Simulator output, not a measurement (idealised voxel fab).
The following is a process module called voxel gate over fins.
We display cut, a cross-section 205 nm in width whose square cells are each 5 nm.
Notation: cross-section as square-cell grid; stated in bands, top first, going down; one or more cell rows per band.
Top height, bottom height, nm. Materials left to right, width each, nm. Single material + "full width" = fills band edge to edge. "blank" = empty.
A quick word on heights: they are counted from 0, and under that level the wafer as it came to us is one material throughout. The lowest band is different from the rest in having no bottom; it simply continues downward, written as in "0 nm and below".
A width given as "30 to 40" starts at the first number in the band's top row and ends at the second number in its bottom row, shifting by an equal amount at every step from row to row.
Take "remains unaltered" at face value: in the step it is given for, the cross-section changed in none of its cells.
"Unvented cavities": empty spaces of 8 cells or more with no open way to the top, each given as width x height at distance, distance from the left edge, all in nm.
Past the settings on a step's line: simulator remark, on that step.
Steps that use a mask can have "overlay nm" on their line. It says how far the mask sat to the right of where it was meant to be. Negative means to the left.

PROCESS STEPS FORESEEN IN THE PLAN
1: RECEIVE with material Si
2: CONFORMAL_DEP with material SiN, thk nm 5
3: MASKED_ETCH with tone cover, mask id FINS, width nm 15, pitch nm 40, etch materials SiN, depth nm 5, overlay nm -15
4: MASKED_ETCH with tone cover, mask id FINS, width nm 15, pitch nm 40, etch materials Si, depth nm 40, overlay nm 0
5: OXIDIZE with depth nm 5
6: FILL_DEP with material SiO2, thk nm 5
7: CMP with height nm 5
8: SELECTIVE_ETCH with etch materials SiO2, depth nm 15
9: STRIP with etch materials SiN
10: CONFORMAL_DEP with material HfO2, thk nm 5
11: CONFORMAL_DEP with material TiN, thk nm 5
12: FILL_DEP with material W, thk nm 15
13: CMP with height nm 20
14: CONFORMAL_DEP with material SiCN, thk nm 10
Wafer-to-wafer difference: overlay nm, step 3. Common start. Plan = first wafer's value.

CROSS-SECTION: THE FIRST OF SEVERAL WAFERS IN ITS AS-RECEIVED STATE, I.E. FOLLOWING STEP 1
- 0 nm and below | Si full width
- Unvented cavities: none

FIRST OF SEVERAL WAFERS, SECTIONED AT END OF MODULE (LAST STEP: STEP 14)
- 30 nm to 20 nm | SiCN full width
- 20 nm to 10 nm | W full width
- 10 nm to 5 nm | W 55 / TiN 25 / W 15 / TiN 25 / W 85
- 5 nm to 0 nm | W 55 / TiN 5 / HfO2 15 / TiN 25 / HfO2 15 / TiN 20 / W 70
- 0 nm to -5 nm | TiN 60 / HfO2 5 / Si 5 / HfO2 20 / TiN 10 / HfO2 5 / Si 5 / HfO2 20 / TiN 75
- -5 nm to -10 nm | HfO2 65 / Si 20 / HfO2 20 / Si 20 / HfO2 80
- -10 nm to -45 nm | SiO2 65 / Si 20 / SiO2 20 / Si 20 / SiO2 80
- -45 nm and below | Si full width
- Unvented cavities: none

HERE'S THE LAST WAFER CROSS-SECTIONED AT THE END OF THE MODULE
- 30 nm to 20 nm | SiCN full width
- 20 nm to 10 nm | W full width
- 10 nm to 5 nm | W 85 / TiN 25 / W 15 / TiN 25 / W 55
- 5 nm to 0 nm | W 70 / TiN 20 / HfO2 15 / TiN 25 / HfO2 15 / TiN 5 / W 55
- 0 nm to -5 nm | TiN 75 / HfO2 20 / Si 5 / HfO2 5 / TiN 10 / HfO2 20 / Si 5 / HfO2 5 / TiN 60
- -5 nm to -10 nm | HfO2 80 / Si 20 / HfO2 20 / Si 20 / HfO2 65
- -10 nm to -45 nm | SiO2 80 / Si 20 / SiO2 20 / Si 20 / SiO2 65
- -45 nm and below | Si full width
- Unvented cavities: none

TAKE ANY ROW AND YOU HAVE A WAFER AT THE END OF THE MODULE: HOW MANY CELLS OF EACH MATERIAL IT HAS GAINED (+) OR LOST (-) SINCE IT WAS RECEIVED, AND THEN ITS CLOSED VOIDS
overlay nm -15, +49 HfO2, -303 Si, +82 SiCN, +231 SiO2, +49 TiN, +138 W, Unvented cavities: none
overlay nm -10, +49 HfO2, -319 Si, +82 SiCN, +245 SiO2, +49 TiN, +140 W, Unvented cavities: none
overlay nm -5, +49 HfO2, -335 Si, +82 SiCN, +259 SiO2, +49 TiN, +142 W, Unvented cavities: none
overlay nm 0, +49 HfO2, -351 Si, +82 SiCN, +273 SiO2, +49 TiN, +144 W, Unvented cavities: none
overlay nm 5, +49 HfO2, -335 Si, +82 SiCN, +259 SiO2, +49 TiN, +142 W, Unvented cavities: none
overlay nm 10, +49 HfO2, -319 Si, +82 SiCN, +245 SiO2, +49 TiN, +140 W, Unvented cavities: none
overlay nm 15, +49 HfO2, -303 Si, +82 SiCN, +231 SiO2, +49 TiN, +138 W, Unvented cavities: none
